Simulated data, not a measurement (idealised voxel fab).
The name of this process module is voxel wiring stack.
Cross-section cut spans 195 nm and uses square cells 5 nm in size.
A cross-section in this document is a grid of square cells, and it is written down as bands, the top band listed before the ones below it; a band is made up of one or more rows of cells. Within each band entry, the heights of the top and of the bottom of the band appear first, in that order and in nm; the materials of the band then follow from left to right, each with its corresponding width in nm. The designation "full width" on a single material indicates that it fills the band from edge to edge; the designation "air" indicates empty space. Counting heights begins at 0, where everything beneath is, in the wafer as received, one material. The lowest band has no bottom; it goes on downwards, as "z 0 and below" shows. A width such as "30..40" changes by the same amount from each row of cells to the next, from the band's top row to its bottom row. The designation "no modifications", where it is given for a processing step, indicates that no cell of the cross-section was altered in the course of that step. Sealed-off cavities: empty space of 8 cells or more with no open way to the top, each as width x height at its distance from the left edge, in nm. Formally, on a step line, whatever follows the settings is a remark that the simulator itself makes on the step. A step line may carry the setting "overlay nm", which, for steps involving a mask, states the distance by which the mask lay to the right of its intended position; negative values denote displacement to the left. Pairs follow: section before one process step, section after it down to the lowest changed band, step with settings underneath. Pairs may come from different runs of this module on the same starting wafer; continuity with the pair above only as stated in the "Cross-section, before" entry.

# Cross-section, before
* z 120 to 115 | TiN: 45, then air: 10, then TiN: 35, then air: 10, then TiN: 35, then air: 10, then TiN: 50
* z 115 to 105 | lowk: 40, then TiN: 5, then air: 10, then TiN: 5, then lowk: 25, then TiN: 5, then air: 10, then TiN: 5, then lowk: 25, then TiN: 5, then air: 10, then TiN: 5, then lowk: 45
* z 105 to 100 | lowk: 40, then TiN: 5, then air: 5, then TiN: 10, then lowk: 25, then TiN: 5, then air: 5, then TiN: 10, then lowk: 25, then TiN: 5, then air: 5, then TiN: 10, then lowk: 45
* z 100 to 85 | lowk: 40, then TiN: 5, then air: 5, then TiN: 5, then lowk: 30, then TiN: 5, then air: 5, then TiN: 5, then lowk: 30, then TiN: 5, then air: 5, then TiN: 5, then lowk: 50
* z 85 to 80 | SiCN: 40, then TiN: 15, then SiCN: 30, then TiN: 15, then SiCN: 30, then TiN: 15, then SiCN: 50
* z 80 to 65 | SiO2: 40, then TiN: 5, then Cu: 10, then TiN: 5, then SiO2: 25, then TiN: 5, then Cu: 10, then TiN: 5, then SiO2: 25, then TiN: 5, then Cu: 10, then TiN: 5, then SiO2: 45
* z 65 to 60 | SiN: 40, then TiN: 20, then SiN: 25, then TiN: 20, then SiN: 25, then TiN: 20, then SiN: 45
* z 60 to 45 | lowk: 40, then Ru: 15, then lowk: 30, then Ru: 15, then lowk: 30, then Ru: 15, then lowk: 50
* z 45 to 40 | SiCN: 40, then Ru: 15, then SiCN: 30, then Ru: 15, then SiCN: 30, then Ru: 15, then SiCN: 50
* z 40 to 20 | lowk: 40, then Ru: 25, then lowk: 20, then Ru: 25, then lowk: 20, then Ru: 25, then lowk: 40
* z 20 to 15 | lowk: 40, then TiN: 25, then lowk: 20, then TiN: 25, then lowk: 20, then TiN: 25, then lowk: 40
* z 15 to 0 | SiO2 full width
* z 0 and below | Si full width
* Sealed-off cavities: none

# Post-Process Section
* z 125 to 120 | Cu full width
* z 120 to 115 | TiN: 45, then Cu: 10, then TiN: 35, then Cu: 10, then TiN: 35, then Cu: 10, then TiN: 50
* z 115 to 105 | lowk: 40, then TiN: 5, then Cu: 10, then TiN: 5, then lowk: 25, then TiN: 5, then Cu: 10, then TiN: 5, then lowk: 25, then TiN: 5, then Cu: 10, then TiN: 5, then lowk: 45
* z 105 to 100 | lowk: 40, then TiN: 5, then Cu: 5, then TiN: 10, then lowk: 25, then TiN: 5, then Cu: 5, then TiN: 10, then lowk: 25, then TiN: 5, then Cu: 5, then TiN: 10, then lowk: 45
* z 100 to 85 | lowk: 40, then TiN: 5, then Cu: 5, then TiN: 5, then lowk: 30, then TiN: 5, then Cu: 5, then TiN: 5, then lowk: 30, then TiN: 5, then Cu: 5, then TiN: 5, then lowk: 50
* Rest of section, below 85: as before.
* Sealed-off cavities: none
Step lying between the two cross-sections just above: FILL_DEP,material Cu,thk nm 5

Cross-section, before: the wafer arrives at this step looking as the after cross-section in the pair just above shows it.

# Post-Process Section
* z 115 to 105 | lowk: 40, then TiN: 5, then Cu: 10, then TiN: 5, then lowk: 25, then TiN: 5, then Cu: 10, then TiN: 5, then lowk: 25, then TiN: 5, then Cu: 10, then TiN: 5, then lowk: 45
* Rest of section, below 105: as before.
* Sealed-off cavities: none
Step lying between the two cross-sections just above: CMP,height nm 115

Cross-section, before: the wafer arrives at this step looking as the after cross-section in the pair just above shows it.

# Post-Process Section
* z 120 to 115 | SiCN full width
* Rest of section, below 115: as before.
* Sealed-off cavities: none
Step lying between the two cross-sections just above: CONFORMAL_DEP,material SiCN,thk nm 5

Cross-section, before: the wafer arrives at this step looking as the after cross-section in the pair just above shows it.

# Post-Process Section
* z 130 to 120 | lowk full width
* Rest of section, below 120: as before.
* Sealed-off cavities: none
Step lying between the two cross-sections just above: DIRECTIONAL_DEP,material lowk,thk nm 10

Cross-section, before: the wafer arrives at this step looking as the after cross-section in the pair just above shows it.

# Post-Process Section
* z 130 to 120 | lowk: 40, then air: 15, then lowk: 30, then air: 15, then lowk: 30, then air: 15, then lowk: 50
* Rest of section, below 120: as before.
* Sealed-off cavities: none
Step lying between the two cross-sections just above: MASKED_ETCH,tone open,mask id PLUG_3,width nm 15,pitch nm 45,etch materials lowk,depth nm 10,overlay nm 0

Cross-section, before: the wafer arrives at this step looking as the after cross-section in the pair just above shows it.

# Post-Process Section
* z 130 to 120 | lowk: 40, then air: 15, then lowk: 30, then air: 15, then lowk: 30, then air: 15, then lowk: 50
* z 120 to 115 | SiCN: 40, then air: 15, then SiCN: 30, then air: 15, then SiCN: 30, then air: 15, then SiCN: 50
* Rest of section, below 115: as before.
* Sealed-off cavities: none
Step lying between the two cross-sections just above: MASKED_ETCH,tone open,mask id PLUG_3,width nm 15,pitch nm 45,etch materials SiCN,depth nm 5,overlay nm 0

Cross-section, before: the wafer arrives at this step looking as the after cross-section in the pair just above shows it.

# Post-Process Section
* z 135 to 130 | TiN: 45, then air: 5, then TiN: 40, then air: 5, then TiN: 40, then air: 5, then TiN: 55
* z 130 to 120 | lowk: 40, then TiN: 5, then air: 5, then TiN: 5, then lowk: 30, then TiN: 5, then air: 5, then TiN: 5, then lowk: 30, then TiN: 5, then air: 5, then TiN: 5, then lowk: 50
* z 120 to 115 | SiCN: 40, then TiN: 15, then SiCN: 30, then TiN: 15, then SiCN: 30, then TiN: 15, then SiCN: 50
* Rest of section, below 115: as before.
* Sealed-off cavities: none
Step lying between the two cross-sections just above: CONFORMAL_DEP,material TiN,thk nm 5

Cross-section, before: the wafer arrives at this step looking as the after cross-section in the pair just above shows it.

# Post-Process Section
* z 140 to 135 | Cu full width
* z 135 to 130 | TiN: 45, then Cu: 5, then TiN: 40, then Cu: 5, then TiN: 40, then Cu: 5, then TiN: 55
* z 130 to 120 | lowk: 40, then TiN: 5, then Cu: 5, then TiN: 5, then lowk: 30, then TiN: 5, then Cu: 5, then TiN: 5, then lowk: 30, then TiN: 5, then Cu: 5, then TiN: 5, then lowk: 50
* Rest of section, below 120: as before.
* Sealed-off cavities: none
Step lying between the two cross-sections just above: FILL_DEP,material Cu,thk nm 5

Cross-section, before: the wafer arrives at this step looking as the after cross-section in the pair just above shows it.

# Post-Process Section
* z 130 to 120 | lowk: 40, then TiN: 5, then Cu: 5, then TiN: 5, then lowk: 30, then TiN: 5, then Cu: 5, then TiN: 5, then lowk: 30, then TiN: 5, then Cu: 5, then TiN: 5, then lowk: 50
* Rest of section, below 120: as before.
* Sealed-off cavities: none
Step lying between the two cross-sections just above: CMP,height nm 130

Cross-section, before: the wafer arrives at this step looking as the after cross-section in the pair just above shows it.

# Post-Process Section
* z 135 to 130 | SiCN full width
* Rest of section, below 130: as before.
* Sealed-off cavities: none
Step lying between the two cross-sections just above: CONFORMAL_DEP,material SiCN,thk nm 5

Cross-section, before: the wafer arrives at this step looking as the after cross-section in the pair just above shows it.

# Post-Process Section
* z 160 to 135 | SiO2 full width
* Rest of section, below 135: as before.
* Sealed-off cavities: none
Step lying between the two cross-sections just above: DIRECTIONAL_DEP,material SiO2,thk nm 25

Cross-section, before: the wafer arrives at this step looking as the after cross-section in the pair just above shows it.

# Post-Process Section
* z 170 to 160 | aC full width
* Rest of section, below 160: as before.
* Sealed-off cavities: none
Step lying between the two cross-sections just above: DIRECTIONAL_DEP,material aC,thk nm 10

Cross-section, before: the wafer arrives at this step looking as the after cross-section in the pair just above shows it.

# Post-Process Section
* z 195 to 170 | resist: 40, then air: 20, then resist: 25, then air: 20, then resist: 25, then air: 20, then resist: 45
* Rest of section, below 170: as before.
* Sealed-off cavities: none
Step lying between the two cross-sections just above: PATTERN,tone open,mask id METAL_4,material resist,width nm 20,pitch nm 45,thk nm 25,overlay nm 0

Cross-section, before: the wafer arrives at this step looking as the after cross-section in the pair just above shows it.

# Post-Process Section
* z 185 to 170 | resist: 40, then air: 20, then resist: 25, then air: 20, then resist: 25, then air: 20, then resist: 45
* z 170 to 160 | aC: 40, then air: 20, then aC: 25, then air: 20, then aC: 25, then air: 20, then aC: 45
* Rest of section, below 160: as before.
* Sealed-off cavities: none
Step lying between the two cross-sections just above: DIRECTIONAL_ETCH,etch materials aC,depth nm 10

Cross-section, before: the wafer arrives at this step looking as the after cross-section in the pair just above shows it.

# Post-Process Section
* z 170 to 160 | aC: 40, then air: 20, then aC: 25, then air: 20, then aC: 25, then air: 20, then aC: 45
* Rest of section, below 160: as before.
* Sealed-off cavities: none
Step lying between the two cross-sections just above: STRIP,etch materials resist

Cross-section, before: the wafer arrives at this step looking as the after cross-section in the pair just above shows it.

# Post-Process Section
* z 170 to 160 | aC: 40, then air: 20, then aC: 25, then air: 20, then aC: 25, then air: 20, then aC: 45
* z 160 to 135 | SiO2: 40, then air: 20, then SiO2: 25, then air: 20, then SiO2: 25, then air: 20, then SiO2: 45
* Rest of section, below 135: as before.
* Sealed-off cavities: none
Step lying between the two cross-sections just above: DIRECTIONAL_ETCH,etch materials SiO2,depth nm 25

Cross-section, before: the wafer arrives at this step looking as the after cross-section in the pair just above shows it.

# Post-Process Section
* z 170 to 160 | aC: 40, then air: 20, then aC: 25, then air: 20, then aC: 25, then air: 20, then aC: 45
* z 160 to 135 | SiO2: 40, then air: 20, then SiO2: 25, then air: 20, then SiO2: 25, then air: 20, then SiO2: 45
* z 135 to 130 | SiCN: 40, then air: 20, then SiCN: 25, then air: 20, then SiCN: 25, then air: 20, then SiCN: 45
* Rest of section, below 130: as before.
* Sealed-off cavities: none
Step lying between the two cross-sections just above: DIRECTIONAL_ETCH,etch materials SiCN,depth nm 5

Cross-section, before: the wafer arrives at this step looking as the after cross-section in the pair just above shows it.

# Post-Process Section
* z 160 to 135 | SiO2: 40, then air: 20, then SiO2: 25, then air: 20, then SiO2: 25, then air: 20, then SiO2: 45
* Rest of section, below 135: as before.
* Sealed-off cavities: none
Step lying between the two cross-sections just above: STRIP,etch materials aC

Cross-section, before: the wafer arrives at this step looking as the after cross-section in the pair just above shows it.

# Post-Process Section
* z 165 to 160 | TiN: 45, then air: 10, then TiN: 35, then air: 10, then TiN: 35, then air: 10, then TiN: 50
* z 160 to 135 | SiO2: 40, then TiN: 5, then air: 10, then TiN: 5, then SiO2: 25, then TiN: 5, then air: 10, then TiN: 5, then SiO2: 25, then TiN: 5, then air: 10, then TiN: 5, then SiO2: 45
* z 135 to 130 | SiCN: 40, then TiN: 20, then SiCN: 25, then TiN: 20, then SiCN: 25, then TiN: 20, then SiCN: 45
* Rest of section, below 130: as before.
* Sealed-off cavities: none
Step lying between the two cross-sections just above: CONFORMAL_DEP,material TiN,thk nm 5

Cross-section, before: the wafer arrives at this step looking as the after cross-section in the pair just above shows it.

# Post-Process Section
* z 170 to 165 | Cu full width
* z 165 to 160 | TiN: 45, then Cu: 10, then TiN: 35, then Cu: 10, then TiN: 35, then Cu: 10, then TiN: 50
* z 160 to 135 | SiO2: 40, then TiN: 5, then Cu: 10, then TiN: 5, then SiO2: 25, then TiN: 5, then Cu: 10, then TiN: 5, then SiO2: 25, then TiN: 5, then Cu: 10, then TiN: 5, then SiO2: 45
* Rest of section, below 135: as before.
* Sealed-off cavities: none
Step lying between the two cross-sections just above: FILL_DEP,material Cu,thk nm 5

Cross-section, before: the wafer arrives at this step looking as the after cross-section in the pair just above shows it.

# Post-Process Section
* z 160 to 135 | SiO2: 40, then TiN: 5, then Cu: 10, then TiN: 5, then SiO2: 25, then TiN: 5, then Cu: 10, then TiN: 5, then SiO2: 25, then TiN: 5, then Cu: 10, then TiN: 5, then SiO2: 45
* Rest of section, below 135: as before.
* Sealed-off cavities: none
Step lying between the two cross-sections just above: CMP,height nm 160

Cross-section, before: the wafer arrives at this step looking as the after cross-section in the pair just above shows it.

# Post-Process Section
* z 165 to 160 | SiCN full width
* Rest of section, below 160: as before.
* Sealed-off cavities: none
Step lying between the two cross-sections just above: CONFORMAL_DEP,material SiCN,thk nm 5

# Cross-section, before
* z 130 to 115 | aC full width
* z 115 to 85 | lowk full width
* z 85 to 80 | SiCN full width
* z 80 to 65 | SiO2: 40, then TiN: 5, then Cu: 10, then TiN: 5, then SiO2: 25, then TiN: 5, then Cu: 10, then TiN: 5, then SiO2: 25, then TiN: 5, then Cu: 10, then TiN: 5, then SiO2: 45
* z 65 to 60 | SiN: 40, then TiN: 20, then SiN: 25, then TiN: 20, then SiN: 25, then TiN: 20, then SiN: 45
* z 60 to 45 | lowk: 40, then Ru: 15, then lowk: 30, then Ru: 15, then lowk: 30, then Ru: 15, then lowk: 50
* z 45 to 40 | SiCN: 40, then Ru: 15, then SiCN: 30, then Ru: 15, then SiCN: 30, then Ru: 15, then SiCN: 50
* z 40 to 20 | lowk: 40, then Ru: 20, then lowk: 25, then Ru: 20, then lowk: 25, then Ru: 20, then lowk: 45
* z 20 to 15 | lowk: 40, then TiN: 20, then lowk: 25, then TiN: 20, then lowk: 25, then TiN: 20, then lowk: 45
* z 15 to 0 | SiO2 full width
* z 0 and below | Si full width
* Sealed-off cavities: none

# Post-Process Section
* z 165 to 130 | resist: 50, then air: 20, then resist: 25, then air: 20, then resist: 25, then air: 20, then resist: 35
* Rest of section, below 130: as before.
* Sealed-off cavities: none
Step lying between the two cross-sections just above: PATTERN,tone open,mask id METAL_3,material resist,width nm 20,pitch nm 45,thk nm 35,overlay nm 10

Cross-section, before: the wafer arrives at this step looking as the after cross-section in the pair just above shows it.

# Post-Process Section
* z 150 to 130 | resist: 50, then air: 20, then resist: 25, then air: 20, then resist: 25, then air: 20, then resist: 35
* z 130 to 115 | aC: 50, then air: 20, then aC: 25, then air: 20, then aC: 25, then air: 20, then aC: 35
* Rest of section, below 115: as before.
* Sealed-off cavities: none
Step lying between the two cross-sections just above: DIRECTIONAL_ETCH,etch materials aC,depth nm 15

Cross-section, before: the wafer arrives at this step looking as the after cross-section in the pair just above shows it.

# Post-Process Section
* z 130 to 115 | aC: 50, then air: 20, then aC: 25, then air: 20, then aC: 25, then air: 20, then aC: 35
* Rest of section, below 115: as before.
* Sealed-off cavities: none
Step lying between the two cross-sections just above: STRIP,etch materials resist

Cross-section, before: the wafer arrives at this step looking as the after cross-section in the pair just above shows it.

# Post-Process Section
* z 130 to 115 | aC: 50, then air: 20, then aC: 25, then air: 20, then aC: 25, then air: 20, then aC: 35
* z 115 to 100 | lowk: 50, then air: 20, then lowk: 25, then air: 20, then lowk: 25, then air: 20, then lowk: 35
* Rest of section, below 100: as before.
* Sealed-off cavities: none
Step lying between the two cross-sections just above: DIRECTIONAL_ETCH,etch materials lowk,depth nm 15

Cross-section, before: the wafer arrives at this step looking as the after cross-section in the pair just above shows it.

# Post-Process Section
* z 115 to 100 | lowk: 50, then air: 20, then lowk: 25, then air: 20, then lowk: 25, then air: 20, then lowk: 35
* Rest of section, below 100: as before.
* Sealed-off cavities: none
Step lying between the two cross-sections just above: STRIP,etch materials aC

Cross-section, before: the wafer arrives at this step looking as the after cross-section in the pair just above shows it.

# Post-Process Section
* z 115 to 100 | lowk: 40, then air: 30, then lowk: 15, then air: 30, then lowk: 15, then air: 30, then lowk: 35
* z 100 to 85 | lowk: 50, then air: 5, then lowk: 40, then air: 5, then lowk: 40, then air: 5, then lowk: 50
* Rest of section, below 85: as before.
* Sealed-off cavities: none
Step lying between the two cross-sections just above: MASKED_ETCH,tone open,mask id METAL_3_HOLES,width nm 15,pitch nm 45,etch materials lowk,depth nm 15,overlay nm 0

Cross-section, before: the wafer arrives at this step looking as the after cross-section in the pair just above shows it.

# Post-Process Section
* z 115 to 100 | lowk: 40, then air: 30, then lowk: 15, then air: 30, then lowk: 15, then air: 30, then lowk: 35
* z 100 to 85 | lowk: 50, then air: 5, then lowk: 40, then air: 5, then lowk: 40, then air: 5, then lowk: 50
* z 85 to 80 | SiCN: 50, then air: 5, then SiCN: 40, then air: 5, then SiCN: 40, then air: 5, then SiCN: 50
* Rest of section, below 80: as before.
* Sealed-off cavities: none
Step lying between the two cross-sections just above: MASKED_ETCH,tone open,mask id METAL_3_HOLES,width nm 15,pitch nm 45,etch materials SiCN,depth nm 5,overlay nm 0

Cross-section, before: the wafer arrives at this step looking as the after cross-section in the pair just above shows it.

# Post-Process Section
* z 120 to 115 | TiN: 45, then air: 20, then TiN: 25, then air: 20, then TiN: 25, then air: 20, then TiN: 40
* z 115 to 105 | lowk: 40, then TiN: 5, then air: 20, then TiN: 5, then lowk: 15, then TiN: 5, then air: 20, then TiN: 5, then lowk: 15, then TiN: 5, then air: 20, then TiN: 5, then lowk: 35
* z 105 to 100 | lowk: 40, then TiN: 30, then lowk: 15, then TiN: 30, then lowk: 15, then TiN: 30, then lowk: 35
* z 100 to 85 | lowk: 50, then TiN: 5, then lowk: 40, then TiN: 5, then lowk: 40, then TiN: 5, then lowk: 50
* z 85 to 80 | SiCN: 50, then TiN: 5, then SiCN: 40, then TiN: 5, then SiCN: 40, then TiN: 5, then SiCN: 50
* Rest of section, below 80: as before.
* Sealed-off cavities: none
Step lying between the two cross-sections just above: CONFORMAL_DEP,material TiN,thk nm 5

Cross-section, before: the wafer arrives at this step looking as the after cross-section in the pair just above shows it.

# Post-Process Section
* z 125 to 120 | Cu full width
* z 120 to 115 | TiN: 45, then Cu: 20, then TiN: 25, then Cu: 20, then TiN: 25, then Cu: 20, then TiN: 40
* z 115 to 105 | lowk: 40, then TiN: 5, then Cu: 20, then TiN: 5, then lowk: 15, then TiN: 5, then Cu: 20, then TiN: 5, then lowk: 15, then TiN: 5, then Cu: 20, then TiN: 5, then lowk: 35
* Rest of section, below 105: as before.
* Sealed-off cavities: none
Step lying between the two cross-sections just above: FILL_DEP,material Cu,thk nm 5

Cross-section, before: the wafer arrives at this step looking as the after cross-section in the pair just above shows it.

# Post-Process Section
* z 115 to 105 | lowk: 40, then TiN: 5, then Cu: 20, then TiN: 5, then lowk: 15, then TiN: 5, then Cu: 20, then TiN: 5, then lowk: 15, then TiN: 5, then Cu: 20, then TiN: 5, then lowk: 35
* Rest of section, below 105: as before.
* Sealed-off cavities: none
Step lying between the two cross-sections just above: CMP,height nm 115

Cross-section, before: the wafer arrives at this step looking as the after cross-section in the pair just above shows it.

# Post-Process Section
* z 120 to 115 | SiCN full width
* Rest of section, below 115: as before.
* Sealed-off cavities: none
Step lying between the two cross-sections just above: CONFORMAL_DEP,material SiCN,thk nm 5

Cross-section, before: the wafer arrives at this step looking as the after cross-section in the pair just above shows it.

# Post-Process Section
* z 130 to 120 | lowk full width
* Rest of section, below 120: as before.
* Sealed-off cavities: none
Step lying between the two cross-sections just above: DIRECTIONAL_DEP,material lowk,thk nm 10

Cross-section, before: the wafer arrives at this step looking as the after cross-section in the pair just above shows it.

# Post-Process Section
* z 130 to 120 | lowk: 40, then air: 15, then lowk: 30, then air: 15, then lowk: 30, then air: 15, then lowk: 50
* Rest of section, below 120: as before.
* Sealed-off cavities: none
Step lying between the two cross-sections just above: MASKED_ETCH,tone open,mask id PLUG_3,width nm 15,pitch nm 45,etch materials lowk,depth nm 10,overlay nm 0

Cross-section, before: the wafer arrives at this step looking as the after cross-section in the pair just above shows it.

# Post-Process Section
* z 130 to 120 | lowk: 40, then air: 15, then lowk: 30, then air: 15, then lowk: 30, then air: 15, then lowk: 50
* z 120 to 115 | SiCN: 40, then air: 15, then SiCN: 30, then air: 15, then SiCN: 30, then air: 15, then SiCN: 50
* Rest of section, below 115: as before.
* Sealed-off cavities: none
Step lying between the two cross-sections just above: MASKED_ETCH,tone open,mask id PLUG_3,width nm 15,pitch nm 45,etch materials SiCN,depth nm 5,overlay nm 0

Cross-section, before: the wafer arrives at this step looking as the after cross-section in the pair just above shows it.

# Post-Process Section
* z 135 to 130 | TiN: 45, then air: 5, then TiN: 40, then air: 5, then TiN: 40, then air: 5, then TiN: 55
* z 130 to 120 | lowk: 40, then TiN: 5, then air: 5, then TiN: 5, then lowk: 30, then TiN: 5, then air: 5, then TiN: 5, then lowk: 30, then TiN: 5, then air: 5, then TiN: 5, then lowk: 50
* z 120 to 115 | SiCN: 40, then TiN: 15, then SiCN: 30, then TiN: 15, then SiCN: 30, then TiN: 15, then SiCN: 50
* Rest of section, below 115: as before.
* Sealed-off cavities: none
Step lying between the two cross-sections just above: CONFORMAL_DEP,material TiN,thk nm 5

Cross-section, before: the wafer arrives at this step looking as the after cross-section in the pair just above shows it.

# Post-Process Section
* z 140 to 135 | Cu full width
* z 135 to 130 | TiN: 45, then Cu: 5, then TiN: 40, then Cu: 5, then TiN: 40, then Cu: 5, then TiN: 55
* z 130 to 120 | lowk: 40, then TiN: 5, then Cu: 5, then TiN: 5, then lowk: 30, then TiN: 5, then Cu: 5, then TiN: 5, then lowk: 30, then TiN: 5, then Cu: 5, then TiN: 5, then lowk: 50
* Rest of section, below 120: as before.
* Sealed-off cavities: none
Step lying between the two cross-sections just above: FILL_DEP,material Cu,thk nm 5

Cross-section, before: the wafer arrives at this step looking as the after cross-section in the pair just above shows it.

# Post-Process Section
* z 130 to 120 | lowk: 40, then TiN: 5, then Cu: 5, then TiN: 5, then lowk: 30, then TiN: 5, then Cu: 5, then TiN: 5, then lowk: 30, then TiN: 5, then Cu: 5, then TiN: 5, then lowk: 50
* Rest of section, below 120: as before.
* Sealed-off cavities: none
Step lying between the two cross-sections just above: CMP,height nm 130

Cross-section, before: the wafer arrives at this step looking as the after cross-section in the pair just above shows it.

# Post-Process Section
* z 135 to 130 | SiCN full width
* Rest of section, below 130: as before.
* Sealed-off cavities: none
Step lying between the two cross-sections just above: CONFORMAL_DEP,material SiCN,thk nm 5

Cross-section, before: the wafer arrives at this step looking as the after cross-section in the pair just above shows it.

# Post-Process Section
* z 160 to 135 | SiO2 full width
* Rest of section, below 135: as before.
* Sealed-off cavities: none
Step lying between the two cross-sections just above: DIRECTIONAL_DEP,material SiO2,thk nm 25

Cross-section, before: the wafer arrives at this step looking as the after cross-section in the pair just above shows it.

# Post-Process Section
* z 170 to 160 | aC full width
* Rest of section, below 160: as before.
* Sealed-off cavities: none
Step lying between the two cross-sections just above: DIRECTIONAL_DEP,material aC,thk nm 10

Cross-section, before: the wafer arrives at this step looking as the after cross-section in the pair just above shows it.

# Post-Process Section
* z 195 to 170 | resist: 40, then air: 20, then resist: 25, then air: 20, then resist: 25, then air: 20, then resist: 45
* Rest of section, below 170: as before.
* Sealed-off cavities: none
Step lying between the two cross-sections just above: PATTERN,tone open,mask id METAL_4,material resist,width nm 20,pitch nm 45,thk nm 25,overlay nm 0

Cross-section, before: the wafer arrives at this step looking as the after cross-section in the pair just above shows it.

# Post-Process Section
* z 185 to 170 | resist: 40, then air: 20, then resist: 25, then air: 20, then resist: 25, then air: 20, then resist: 45
* z 170 to 160 | aC: 40, then air: 20, then aC: 25, then air: 20, then aC: 25, then air: 20, then aC: 45
* Rest of section, below 160: as before.
* Sealed-off cavities: none
Step lying between the two cross-sections just above: DIRECTIONAL_ETCH,etch materials aC,depth nm 10

Cross-section, before: the wafer arrives at this step looking as the after cross-section in the pair just above shows it.

# Post-Process Section
* z 170 to 160 | aC: 40, then air: 20, then aC: 25, then air: 20, then aC: 25, then air: 20, then aC: 45
* Rest of section, below 160: as before.
* Sealed-off cavities: none
Step lying between the two cross-sections just above: STRIP,etch materials resist

Cross-section, before: the wafer arrives at this step looking as the after cross-section in the pair just above shows it.

# Post-Process Section
* z 170 to 160 | aC: 40, then air: 20, then aC: 25, then air: 20, then aC: 25, then air: 20, then aC: 45
* z 160 to 135 | SiO2: 40, then air: 20, then SiO2: 25, then air: 20, then SiO2: 25, then air: 20, then SiO2: 45
* Rest of section, below 135: as before.
* Sealed-off cavities: none
Step lying between the two cross-sections just above: DIRECTIONAL_ETCH,etch materials SiO2,depth nm 25

Cross-section, before: the wafer arrives at this step looking as the after cross-section in the pair just above shows it.

# Post-Process Section
* z 170 to 160 | aC: 40, then air: 20, then aC: 25, then air: 20, then aC: 25, then air: 20, then aC: 45
* z 160 to 135 | SiO2: 40, then air: 20, then SiO2: 25, then air: 20, then SiO2: 25, then air: 20, then SiO2: 45
* z 135 to 130 | SiCN: 40, then air: 20, then SiCN: 25, then air: 20, then SiCN: 25, then air: 20, then SiCN: 45
* Rest of section, below 130: as before.
* Sealed-off cavities: none
Step lying between the two cross-sections just above: DIRECTIONAL_ETCH,etch materials SiCN,depth nm 5

Cross-section, before: the wafer arrives at this step looking as the after cross-section in the pair just above shows it.

# Post-Process Section
* z 160 to 135 | SiO2: 40, then air: 20, then SiO2: 25, then air: 20, then SiO2: 25, then air: 20, then SiO2: 45
* Rest of section, below 135: as before.
* Sealed-off cavities: none
Step lying between the two cross-sections just above: STRIP,etch materials aC

Cross-section, before: the wafer arrives at this step looking as the after cross-section in the pair just above shows it.

# Post-Process Section
* z 165 to 160 | TiN: 45, then air: 10, then TiN: 35, then air: 10, then TiN: 35, then air: 10, then TiN: 50
* z 160 to 135 | SiO2: 40, then TiN: 5, then air: 10, then TiN: 5, then SiO2: 25, then TiN: 5, then air: 10, then TiN: 5, then SiO2: 25, then TiN: 5, then air: 10, then TiN: 5, then SiO2: 45
* z 135 to 130 | SiCN: 40, then TiN: 20, then SiCN: 25, then TiN: 20, then SiCN: 25, then TiN: 20, then SiCN: 45
* Rest of section, below 130: as before.
* Sealed-off cavities: none
Step lying between the two cross-sections just above: CONFORMAL_DEP,material TiN,thk nm 5

Cross-section, before: the wafer arrives at this step looking as the after cross-section in the pair just above shows it.

# Post-Process Section
* z 170 to 165 | Cu full width
* z 165 to 160 | TiN: 45, then Cu: 10, then TiN: 35, then Cu: 10, then TiN: 35, then Cu: 10, then TiN: 50
* z 160 to 135 | SiO2: 40, then TiN: 5, then Cu: 10, then TiN: 5, then SiO2: 25, then TiN: 5, then Cu: 10, then TiN: 5, then SiO2: 25, then TiN: 5, then Cu: 10, then TiN: 5, then SiO2: 45
* Rest of section, below 135: as before.
* Sealed-off cavities: none
Step lying between the two cross-sections just above: FILL_DEP,material Cu,thk nm 5

Cross-section, before: the wafer arrives at this step looking as the after cross-section in the pair just above shows it.

# Post-Process Section
* z 160 to 135 | SiO2: 40, then TiN: 5, then Cu: 10, then TiN: 5, then SiO2: 25, then TiN: 5, then Cu: 10, then TiN: 5, then SiO2: 25, then TiN: 5, then Cu: 10, then TiN: 5, then SiO2: 45
* Rest of section, below 135: as before.
* Sealed-off cavities: none
Step lying between the two cross-sections just above: CMP,height nm 160

Cross-section, before: the wafer arrives at this step looking as the after cross-section in the pair just above shows it.

# Post-Process Section
* z 165 to 160 | SiCN full width
* Rest of section, below 160: as before.
* Sealed-off cavities: none
Step lying between the two cross-sections just above: CONFORMAL_DEP,material SiCN,thk nm 5

# Cross-section, before
* z 60 to 45 | lowk full width
* z 45 to 40 | SiCN full width
* z 40 to 20 | lowk: 40, then Ru: 20, then lowk: 25, then Ru: 20, then lowk: 25, then Ru: 20, then lowk: 45
* z 20 to 15 | lowk: 40, then TiN: 20, then lowk: 25, then TiN: 20, then lowk: 25, then TiN: 20, then lowk: 45
* z 15 to 0 | SiO2 full width
* z 0 and below | Si full width
* Sealed-off cavities: none

# Post-Process Section
* z 75 to 60 | Cu full width
* Rest of section, below 60: as before.
* Sealed-off cavities: none
Step lying between the two cross-sections just above: DIRECTIONAL_DEP,material Cu,thk nm 15

Cross-section, before: the wafer arrives at this step looking as the after cross-section in the pair just above shows it.

# Post-Process Section
* z 110 to 75 | resist: 40, then air: 15, then resist: 30, then air: 15, then resist: 30, then air: 15, then resist: 50
* Rest of section, below 75: as before.
* Sealed-off cavities: none
Step lying between the two cross-sections just above: PATTERN,tone open,mask id PLUG_1,material resist,width nm 15,pitch nm 45,thk nm 35,overlay nm 0

Cross-section, before: the wafer arrives at this step looking as the after cross-section in the pair just above shows it.

# Post-Process Section
* z 95 to 75 | resist: 40, then air: 15, then resist: 30, then air: 15, then resist: 30, then air: 15, then resist: 50
* Rest of section, below 75: as before.
* Sealed-off cavities: none
Step lying between the two cross-sections just above: DIRECTIONAL_ETCH,etch materials aC,depth nm 15

Cross-section, before: the wafer arrives at this step looking as the after cross-section in the pair just above shows it.

# Post-Process Section
* z 75 to 60 | Cu full width
* Rest of section, below 60: as before.
* Sealed-off cavities: none
Step lying between the two cross-sections just above: STRIP,etch materials resist

Cross-section, before: the wafer arrives at this step looking as the after cross-section in the pair just above shows it.

# Post-Process Section
* z 85 to 75 | Ru full width
* Rest of section, below 75: as before.
* Sealed-off cavities: none
Step lying between the two cross-sections just above: EPI,material Ru,thk nm 10

Cross-section, before: the wafer arrives at this step looking as the after cross-section in the pair just above shows it.

# Post-Process Section
* z 95 to 75 | Ru full width
* Rest of section, below 75: as before.
* Sealed-off cavities: none
Step lying between the two cross-sections just above: EPI,material Ru,thk nm 10

Cross-section, before: the wafer arrives at this step looking as the after cross-section in the pair just above shows it.

# Post-Process Section
* z 100 to 95 | SiN full width
* Rest of section, below 95: as before.
* Sealed-off cavities: none
Step lying between the two cross-sections just above: CONFORMAL_DEP,material SiN,thk nm 5
